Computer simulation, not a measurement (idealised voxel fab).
process module | voxel lift off
cross-section cut | 270 nm wide | cells 5 nm
A cross-section is a grid of square cells, given in bands from the top down. A band is one or more rows of cells.
Each band's line starts with the height of the band's top and of its bottom, in nm. Then come its materials from left to right, each with its width in nm. One material with "throughout" fills the band from edge to edge. "air" is empty space.
Height 0 is the level under which the wafer as received is all one material. The lowest band goes on downwards, as in "0 down".
A width such as "30 to 40" changes by the same amount from each row of cells to the next, from the band's top row to its bottom row.
"no change" after a step means that no cell of the cross-section changed.
closed voids: empty space of 8 cells or more with no open way to the top, each as width x height at its distance from the left edge, in nm
after a step's settings: what the simulator itself notes on the step
overlay nm, on a step with a mask: how far to the right of its planned place the mask lay; to the left if negative
plan
1 op RECEIVE | material Si
2 op CONFORMAL_DEP | material SiN | thk nm 5
3 op PATTERN | tone open | mask id LINES | material resist | width nm 15 | pitch nm 45 | thk nm 20 | overlay nm 0
4 op DIRECTIONAL_DEP | material Ru | thk nm 10
5 op STRIP | etch materials resist
6 op CONFORMAL_DEP | material SiCN | thk nm 10
as received, after step 1
  0 down: Si throughout
  closed voids: none
a wafer at the end: this start, this plan, one mistake
  25 to 15: air 50 | Ru 35 | air 10 | Ru 35 | air 10 | Ru 35 | air 10 | Ru 35 | air 50
  15 to 5: Ru throughout
  5 to 0: SiN throughout
  0 down: Si throughout
  closed voids: none
what went wrong: step 6 ran as: op CONFORMAL_DEP | material Ru | thk nm 10
